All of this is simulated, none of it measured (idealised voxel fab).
A process module follows: voxel capacitor over wiring.
Each square cell in cross-section cut measures 5 nm, and the section as a whole is 145 nm wide.
Just so we're on the same page, the cross-sections are grids of square cells, and they're listed out in bands top to bottom, each band one or more rows deep. Band: top height; bottom height; in nm. Then, left to right: material with width in nm, for each material. "edge to edge": a single material spanning edge to edge. "air": empty space. It should be noted that heights are counted from 0, beneath which the wafer as supplied is of one material throughout, and that the lowest band possesses no lower boundary but continues downward, as written in "0 and below". Width: "30..40" (first number = top row, second number = bottom row, same change from row to row of cells). The cross-section has no changed cell in any step marked "no change". Basically, "Closed void table" tells you about the enclosed voids: empty spaces with no open way to the top, 8 cells or bigger, each written width x height at distance, where distance is from the left edge, all in nm. Heads up: the bit after the settings on a step's line is the simulator's remark on that step. Regarding "overlay nm": on a step with a mask, it is the distance the mask lay to the right of its planned place; a negative value places it to the left.

# Below is the list of planned process steps
1,RECEIVE,material Si
2,CONFORMAL_DEP,material SiO2,thk nm 10
3,CONFORMAL_DEP,material SiN,thk nm 5
4,DIRECTIONAL_DEP,material SiO2,thk nm 15
5,MASKED_ETCH,tone open,mask id METAL_1,width nm 20,pitch nm 85,etch materials SiO2,depth nm 15,overlay nm 0
6,MASKED_ETCH,tone open,mask id METAL_1,width nm 20,pitch nm 85,etch materials SiN,depth nm 5,overlay nm 0
7,CONFORMAL_DEP,material TiN,thk nm 5
8,FILL_DEP,material W,thk nm 10
9,CMP,height nm 30
10,CONFORMAL_DEP,material SiCN,thk nm 5
11,DIRECTIONAL_DEP,material SiO2,thk nm 20
12,DIRECTIONAL_DEP,material aC,thk nm 10
13,PATTERN,tone open,mask id PLUG_1,material resist,width nm 15,thk nm 25,overlay nm 0
14,DIRECTIONAL_ETCH,etch materials aC,depth nm 10
15,STRIP,etch materials resist
16,DIRECTIONAL_ETCH,etch materials SiO2,depth nm 20
17,DIRECTIONAL_ETCH,etch materials SiCN,depth nm 5
18,STRIP,etch materials aC
19,EPI,material Ru,thk nm 10
20,EPI,material Ru,thk nm 10
21,EPI,material Ru,thk nm 5
22,DIRECTIONAL_DEP,material TiN,thk nm 5
23,DIRECTIONAL_DEP,material SiN,thk nm 5
24,DIRECTIONAL_DEP,material TiN,thk nm 10
25,MASKED_ETCH,tone cover,mask id UPPER_PLATE,width nm 70,etch materials TiN,depth nm 10,overlay nm 0
26,MASKED_ETCH,tone cover,mask id UPPER_PLATE,width nm 70,etch materials SiN,depth nm 5,overlay nm 0
27,DIRECTIONAL_DEP,material aC,thk nm 15
28,PATTERN,tone cover,mask id LOWER_PLATE,material resist,width nm 80,thk nm 35,overlay nm 0
29,DIRECTIONAL_ETCH,etch materials aC,depth nm 15
30,STRIP,etch materials resist
31,DIRECTIONAL_ETCH,etch materials TiN,depth nm 5
32,STRIP,etch materials aC
33,FILL_DEP,material SiO2,thk nm 15
34,CMP,height nm 85
35,MASKED_ETCH,tone open,mask id PLUG_2,width nm 15,etch materials SiO2,depth nm 10,overlay nm 0
36,CONFORMAL_DEP,material TiN,thk nm 5
37,FILL_DEP,material Cu,thk nm 5
38,CMP,height nm 85
39,CONFORMAL_DEP,material SiCN,thk nm 5

# First wafer out of two, processed as planned

# Incoming wafer, cross-sectional view, post step 1
  0 and below: Si edge to edge
  Closed void table: none

# Sectional view: wafer, after step 2
  10 down to 0: SiO2 edge to edge
  Under 0: no change, same as before.

# Sectional view: wafer, after step 3
  15 down to 10: SiN edge to edge
  Under 10: no change, same as before.

# Sectional view: wafer, after step 4
  30 down to 15: SiO2 edge to edge
  Under 15: no change, same as before.

# Sectional view: wafer, after step 5
  30 down to 15: 20 of SiO2, then 20 of air, then 65 of SiO2, then 20 of air, then 20 of SiO2
  Under 15: no change, same as before.

# Sectional view: wafer, after step 6
  30 down to 15: 20 of SiO2, then 20 of air, then 65 of SiO2, then 20 of air, then 20 of SiO2
  15 down to 10: 20 of SiN, then 20 of air, then 65 of SiN, then 20 of air, then 20 of SiN
  Under 10: no change, same as before.

# Sectional view: wafer, after step 7
  35 down to 30: 25 of TiN, then 10 of air, then 75 of TiN, then 10 of air, then 25 of TiN
  30 down to 15: 20 of SiO2, then 5 of TiN, then 10 of air, then 5 of TiN, then 65 of SiO2, then 5 of TiN, then 10 of air, then 5 of TiN, then 20 of SiO2
  15 down to 10: 20 of SiN, then 20 of TiN, then 65 of SiN, then 20 of TiN, then 20 of SiN
  Under 10: no change, same as before.

# Sectional view: wafer, after step 8
  45 down to 35: W edge to edge
  35 down to 30: 25 of TiN, then 10 of W, then 75 of TiN, then 10 of W, then 25 of TiN
  30 down to 15: 20 of SiO2, then 5 of TiN, then 10 of W, then 5 of TiN, then 65 of SiO2, then 5 of TiN, then 10 of W, then 5 of TiN, then 20 of SiO2
  Under 15: no change, same as before.

# Sectional view: wafer, after step 9
  30 down to 15: 20 of SiO2, then 5 of TiN, then 10 of W, then 5 of TiN, then 65 of SiO2, then 5 of TiN, then 10 of W, then 5 of TiN, then 20 of SiO2
  Under 15: no change, same as before.

# Sectional view: wafer, after step 10
  35 down to 30: SiCN edge to edge
  Under 30: no change, same as before.

# Sectional view: wafer, after step 11
  55 down to 35: SiO2 edge to edge
  Under 35: no change, same as before.

# Sectional view: wafer, after step 12
  65 down to 55: aC edge to edge
  Under 55: no change, same as before.

# Sectional view: wafer, after step 13
  90 down to 65: 25 of resist, then 15 of air, then 105 of resist
  Under 65: no change, same as before.

# Sectional view: wafer, after step 14
  80 down to 65: 25 of resist, then 15 of air, then 105 of resist
  65 down to 55: 25 of aC, then 15 of air, then 105 of aC
  Under 55: no change, same as before.

# Sectional view: wafer, after step 15
  65 down to 55: 25 of aC, then 15 of air, then 105 of aC
  Under 55: no change, same as before.

# Sectional view: wafer, after step 16
  65 down to 55: 25 of aC, then 15 of air, then 105 of aC
  55 down to 35: 25 of SiO2, then 15 of air, then 105 of SiO2
  Under 35: no change, same as before.

# Sectional view: wafer, after step 17
  65 down to 55: 25 of aC, then 15 of air, then 105 of aC
  55 down to 35: 25 of SiO2, then 15 of air, then 105 of SiO2
  35 down to 30: 25 of SiCN, then 15 of air, then 105 of SiCN
  Under 30: no change, same as before.

# Sectional view: wafer, after step 18
  55 down to 35: 25 of SiO2, then 15 of air, then 105 of SiO2
  Under 35: no change, same as before.

# Sectional view: wafer, after step 19
  55 down to 40: 25 of SiO2, then 15 of air, then 105 of SiO2
  40 down to 35: 25 of SiO2, then 15 of Ru, then 105 of SiO2
  35 down to 30: 25 of SiCN, then 15 of Ru, then 105 of SiCN
  Under 30: no change, same as before.

# Sectional view: wafer, after step 20
  55 down to 50: 25 of SiO2, then 15 of air, then 105 of SiO2
  50 down to 35: 25 of SiO2, then 15 of Ru, then 105 of SiO2
  Under 35: no change, same as before.

# Sectional view: wafer, after step 21
  55 down to 35: 25 of SiO2, then 15 of Ru, then 105 of SiO2
  Under 35: no change, same as before.

# Sectional view: wafer, after step 22
  60 down to 55: TiN edge to edge
  Under 55: no change, same as before.

# Sectional view: wafer, after step 23
  65 down to 60: SiN edge to edge
  Under 60: no change, same as before.

# Sectional view: wafer, after step 24
  75 down to 65: TiN edge to edge
  Under 65: no change, same as before.

# Sectional view: wafer, after step 25
  75 down to 65: 25 of air, then 70 of TiN, then 50 of air
  Under 65: no change, same as before.

# Sectional view: wafer, after step 26
  75 down to 65: 25 of air, then 70 of TiN, then 50 of air
  65 down to 60: 25 of air, then 70 of SiN, then 50 of air
  Under 60: no change, same as before.

# Sectional view: wafer, after step 27
  90 down to 75: 25 of air, then 70 of aC, then 50 of air
  75 down to 65: 25 of aC, then 70 of TiN, then 50 of aC
  65 down to 60: 25 of aC, then 70 of SiN, then 50 of aC
  Under 60: no change, same as before.

# Sectional view: wafer, after step 28
  125 down to 90: 20 of air, then 80 of resist, then 45 of air
  90 down to 75: 20 of air, then 5 of resist, then 70 of aC, then 5 of resist, then 45 of air
  Under 75: no change, same as before.

# Sectional view: wafer, after step 29
  110 down to 90: 20 of air, then 80 of resist, then 45 of air
  90 down to 75: 20 of air, then 5 of resist, then 70 of aC, then 5 of resist, then 45 of air
  75 down to 65: 20 of air, then 5 of aC, then 70 of TiN, then 5 of aC, then 45 of air
  65 down to 60: 20 of air, then 5 of aC, then 70 of SiN, then 5 of aC, then 45 of air
  Under 60: no change, same as before.

# Sectional view: wafer, after step 30
  90 down to 75: 25 of air, then 70 of aC, then 50 of air
  Under 75: no change, same as before.

# Sectional view: wafer, after step 31
  90 down to 75: 25 of air, then 70 of aC, then 50 of air
  75 down to 65: 20 of air, then 5 of aC, then 70 of TiN, then 5 of aC, then 45 of air
  65 down to 60: 20 of air, then 5 of aC, then 70 of SiN, then 5 of aC, then 45 of air
  60 down to 55: 20 of air, then 80 of TiN, then 45 of air
  Under 55: no change, same as before.

# Sectional view: wafer, after step 32
  75 down to 65: 25 of air, then 70 of TiN, then 50 of air
  65 down to 60: 25 of air, then 70 of SiN, then 50 of air
  Under 60: no change, same as before.

# Sectional view: wafer, after step 33
  90 down to 75: SiO2 edge to edge
  75 down to 65: 25 of SiO2, then 70 of TiN, then 50 of SiO2
  65 down to 60: 25 of SiO2, then 70 of SiN, then 50 of SiO2
  60 down to 55: 20 of SiO2, then 80 of TiN, then 45 of SiO2
  Under 55: no change, same as before.

# Sectional view: wafer, after step 34
  85 down to 75: SiO2 edge to edge
  Under 75: no change, same as before.

# Sectional view: wafer, after step 35
  85 down to 75: 35 of SiO2, then 15 of air, then 95 of SiO2
  Under 75: no change, same as before.

# Sectional view: wafer, after step 36
  90 down to 85: 40 of TiN, then 5 of air, then 100 of TiN
  85 down to 80: 35 of SiO2, then 5 of TiN, then 5 of air, then 5 of TiN, then 95 of SiO2
  80 down to 75: 35 of SiO2, then 15 of TiN, then 95 of SiO2
  Under 75: no change, same as before.

# Sectional view: wafer, after step 37
  95 down to 90: Cu edge to edge
  90 down to 85: 40 of TiN, then 5 of Cu, then 100 of TiN
  85 down to 80: 35 of SiO2, then 5 of TiN, then 5 of Cu, then 5 of TiN, then 95 of SiO2
  Under 80: no change, same as before.

# Sectional view: wafer, after step 38
  85 down to 80: 35 of SiO2, then 5 of TiN, then 5 of Cu, then 5 of TiN, then 95 of SiO2
  Under 80: no change, same as before.

# Sectional view: wafer, after step 39
  90 down to 85: SiCN edge to edge
  Under 85: no change, same as before.

# Regarding the second of the two wafers: it shared the first wafer's starting condition and process plan, yet one error occurred during its execution. Its history coincides with that of the first wafer up to and including step 1

Planned end of step 2: second wafer, cross-section: no change

# Planned end of step 3: second wafer, cross-section
  5 down to 0: SiN edge to edge
  Under 0: no change, same as before.

# Planned end of step 4: second wafer, cross-section
  20 down to 5: SiO2 edge to edge
  Under 5: no change, same as before.

# Planned end of step 5: second wafer, cross-section
  20 down to 5: 20 of SiO2, then 20 of air, then 65 of SiO2, then 20 of air, then 20 of SiO2
  Under 5: no change, same as before.

# Planned end of step 6: second wafer, cross-section
  20 down to 5: 20 of SiO2, then 20 of air, then 65 of SiO2, then 20 of air, then 20 of SiO2
  5 down to 0: 20 of SiN, then 20 of air, then 65 of SiN, then 20 of air, then 20 of SiN
  Under 0: no change, same as before.

# Planned end of step 7: second wafer, cross-section
  25 down to 20: 25 of TiN, then 10 of air, then 75 of TiN, then 10 of air, then 25 of TiN
  20 down to 5: 20 of SiO2, then 5 of TiN, then 10 of air, then 5 of TiN, then 65 of SiO2, then 5 of TiN, then 10 of air, then 5 of TiN, then 20 of SiO2
  5 down to 0: 20 of SiN, then 20 of TiN, then 65 of SiN, then 20 of TiN, then 20 of SiN
  Under 0: no change, same as before.

# Planned end of step 8: second wafer, cross-section
  35 down to 25: W edge to edge
  25 down to 20: 25 of TiN, then 10 of W, then 75 of TiN, then 10 of W, then 25 of TiN
  20 down to 5: 20 of SiO2, then 5 of TiN, then 10 of W, then 5 of TiN, then 65 of SiO2, then 5 of TiN, then 10 of W, then 5 of TiN, then 20 of SiO2
  Under 5: no change, same as before.

# Planned end of step 9: second wafer, cross-section
  30 down to 25: W edge to edge
  Under 25: no change, same as before.

# Planned end of step 10: second wafer, cross-section
  35 down to 30: SiCN edge to edge
  Under 30: no change, same as before.

# Planned end of step 11: second wafer, cross-section
  55 down to 35: SiO2 edge to edge
  Under 35: no change, same as before.

# Planned end of step 12: second wafer, cross-section
  65 down to 55: aC edge to edge
  Under 55: no change, same as before.

# Planned end of step 13: second wafer, cross-section
  90 down to 65: 25 of resist, then 15 of air, then 105 of resist
  Under 65: no change, same as before.

# Planned end of step 14: second wafer, cross-section
  80 down to 65: 25 of resist, then 15 of air, then 105 of resist
  65 down to 55: 25 of aC, then 15 of air, then 105 of aC
  Under 55: no change, same as before.

# Planned end of step 15: second wafer, cross-section
  65 down to 55: 25 of aC, then 15 of air, then 105 of aC
  Under 55: no change, same as before.

# Planned end of step 16: second wafer, cross-section
  65 down to 55: 25 of aC, then 15 of air, then 105 of aC
  55 down to 35: 25 of SiO2, then 15 of air, then 105 of SiO2
  Under 35: no change, same as before.

# Planned end of step 17: second wafer, cross-section
  65 down to 55: 25 of aC, then 15 of air, then 105 of aC
  55 down to 35: 25 of SiO2, then 15 of air, then 105 of SiO2
  35 down to 30: 25 of SiCN, then 15 of air, then 105 of SiCN
  Under 30: no change, same as before.

# Planned end of step 18: second wafer, cross-section
  55 down to 35: 25 of SiO2, then 15 of air, then 105 of SiO2
  Under 35: no change, same as before.

# Planned end of step 19: second wafer, cross-section
  55 down to 40: 25 of SiO2, then 15 of air, then 105 of SiO2
  40 down to 35: 25 of SiO2, then 15 of Ru, then 105 of SiO2
  35 down to 30: 25 of SiCN, then 15 of Ru, then 105 of SiCN
  Under 30: no change, same as before.

# Planned end of step 20: second wafer, cross-section
  55 down to 50: 25 of SiO2, then 15 of air, then 105 of SiO2
  50 down to 35: 25 of SiO2, then 15 of Ru, then 105 of SiO2
  Under 35: no change, same as before.

# Planned end of step 21: second wafer, cross-section
  55 down to 35: 25 of SiO2, then 15 of Ru, then 105 of SiO2
  Under 35: no change, same as before.

# Planned end of step 22: second wafer, cross-section
  60 down to 55: TiN edge to edge
  Under 55: no change, same as before.

# Planned end of step 23: second wafer, cross-section
  65 down to 60: SiN edge to edge
  Under 60: no change, same as before.

# Planned end of step 24: second wafer, cross-section
  75 down to 65: TiN edge to edge
  Under 65: no change, same as before.

# Planned end of step 25: second wafer, cross-section
  75 down to 65: 25 of air, then 70 of TiN, then 50 of air
  Under 65: no change, same as before.

# Planned end of step 26: second wafer, cross-section
  75 down to 65: 25 of air, then 70 of TiN, then 50 of air
  65 down to 60: 25 of air, then 70 of SiN, then 50 of air
  Under 60: no change, same as before.

# Planned end of step 27: second wafer, cross-section
  90 down to 75: 25 of air, then 70 of aC, then 50 of air
  75 down to 65: 25 of aC, then 70 of TiN, then 50 of aC
  65 down to 60: 25 of aC, then 70 of SiN, then 50 of aC
  Under 60: no change, same as before.

# Planned end of step 28: second wafer, cross-section
  125 down to 90: 20 of air, then 80 of resist, then 45 of air
  90 down to 75: 20 of air, then 5 of resist, then 70 of aC, then 5 of resist, then 45 of air
  Under 75: no change, same as before.

# Planned end of step 29: second wafer, cross-section
  110 down to 90: 20 of air, then 80 of resist, then 45 of air
  90 down to 75: 20 of air, then 5 of resist, then 70 of aC, then 5 of resist, then 45 of air
  75 down to 65: 20 of air, then 5 of aC, then 70 of TiN, then 5 of aC, then 45 of air
  65 down to 60: 20 of air, then 5 of aC, then 70 of SiN, then 5 of aC, then 45 of air
  Under 60: no change, same as before.

# Planned end of step 30: second wafer, cross-section
  90 down to 75: 25 of air, then 70 of aC, then 50 of air
  Under 75: no change, same as before.

# Planned end of step 31: second wafer, cross-section
  90 down to 75: 25 of air, then 70 of aC, then 50 of air
  75 down to 65: 20 of air, then 5 of aC, then 70 of TiN, then 5 of aC, then 45 of air
  65 down to 60: 20 of air, then 5 of aC, then 70 of SiN, then 5 of aC, then 45 of air
  60 down to 55: 20 of air, then 80 of TiN, then 45 of air
  Under 55: no change, same as before.

# Planned end of step 32: second wafer, cross-section
  75 down to 65: 25 of air, then 70 of TiN, then 50 of air
  65 down to 60: 25 of air, then 70 of SiN, then 50 of air
  Under 60: no change, same as before.

# Planned end of step 33: second wafer, cross-section
  90 down to 75: SiO2 edge to edge
  75 down to 65: 25 of SiO2, then 70 of TiN, then 50 of SiO2
  65 down to 60: 25 of SiO2, then 70 of SiN, then 50 of SiO2
  60 down to 55: 20 of SiO2, then 80 of TiN, then 45 of SiO2
  Under 55: no change, same as before.

# Planned end of step 34: second wafer, cross-section
  85 down to 75: SiO2 edge to edge
  Under 75: no change, same as before.

# Planned end of step 35: second wafer, cross-section
  85 down to 75: 35 of SiO2, then 15 of air, then 95 of SiO2
  Under 75: no change, same as before.

# Planned end of step 36: second wafer, cross-section
  90 down to 85: 40 of TiN, then 5 of air, then 100 of TiN
  85 down to 80: 35 of SiO2, then 5 of TiN, then 5 of air, then 5 of TiN, then 95 of SiO2
  80 down to 75: 35 of SiO2, then 15 of TiN, then 95 of SiO2
  Under 75: no change, same as before.

# Planned end of step 37: second wafer, cross-section
  95 down to 90: Cu edge to edge
  90 down to 85: 40 of TiN, then 5 of Cu, then 100 of TiN
  85 down to 80: 35 of SiO2, then 5 of TiN, then 5 of Cu, then 5 of TiN, then 95 of SiO2
  Under 80: no change, same as before.

# Planned end of step 38: second wafer, cross-section
  85 down to 80: 35 of SiO2, then 5 of TiN, then 5 of Cu, then 5 of TiN, then 95 of SiO2
  Under 80: no change, same as before.

# Planned end of step 39: second wafer, cross-section
  90 down to 85: SiCN edge to edge
  Under 85: no change, same as before.
What broke from the plan during processing? the plan's step 2 was left out and never carried out
at the end the second wafer has, in cells: -58 SiO2, +25 TiN, +33 W
